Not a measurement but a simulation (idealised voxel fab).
process module | voxel air gaps
cross-section cut | 235 nm wide | cells 5 nm
A cross-section is a grid of square cells, given in bands from the top down. A band is one or more rows of cells.
Each band's line starts with the height of the band's top and of its bottom, in nm. Then come its materials from left to right, each with its width in nm. One material with "throughout" fills the band from edge to edge. "air" is empty space.
Height 0 is the level under which the wafer as received is all one material. The lowest band goes on downwards, as in "0 down".
A width such as "30 to 40" changes by the same amount from each row of cells to the next, from the band's top row to its bottom row.
"no change" after a step means that no cell of the cross-section changed.
closed voids: empty space of 8 cells or more with no open way to the top, each as width x height at its distance from the left edge, in nm
after a step's settings: what the simulator itself notes on the step
overlay nm, on a step with a mask: how far to the right of its planned place the mask lay; to the left if negative
plan
1 op RECEIVE | material Si
2 op CONFORMAL_DEP | material SiO2 | thk nm 15
3 op CONFORMAL_DEP | material SiCN | thk nm 5
4 op DIRECTIONAL_DEP | material SiO2 | thk nm 35
5 op DIRECTIONAL_DEP | material aC | thk nm 10
6 op PATTERN | tone open | mask id LINES | material resist | width nm 25 | pitch nm 50 | thk nm 25 | overlay nm 0
7 op DIRECTIONAL_ETCH | etch materials aC | depth nm 10
8 op STRIP | etch materials resist
9 op DIRECTIONAL_ETCH | etch materials SiO2 | depth nm 35
10 op STRIP | etch materials aC
11 op CONFORMAL_DEP | material TiN | thk nm 5
12 op FILL_DEP | material Cu | thk nm 10
13 op CMP | height nm 55
14 op EPI | material Ru | thk nm 10
15 op SELECTIVE_ETCH | etch materials SiO2 | depth nm 45
16 op CONFORMAL_DEP | material SiCN | thk nm 5
as received, after step 1
  0 down: Si throughout
  closed voids: none
a wafer at the end: this start, this plan, one mistake
  70 to 65: SiCN throughout
  65 to 55: Ru throughout
  55 to 50: TiN 60 | Cu 15 | TiN 35 | Cu 15 | TiN 35 | Cu 15 | TiN 60
  50 to 20: SiO2 55 | TiN 5 | Cu 15 | TiN 5 | SiO2 25 | TiN 5 | Cu 15 | TiN 5 | SiO2 25 | TiN 5 | Cu 15 | TiN 5 | SiO2 55
  20 to 15: SiO2 55 | TiN 25 | SiO2 25 | TiN 25 | SiO2 25 | TiN 25 | SiO2 55
  15 to 0: SiO2 throughout
  0 down: Si throughout
  closed voids: none
what went wrong: step 3 was left out
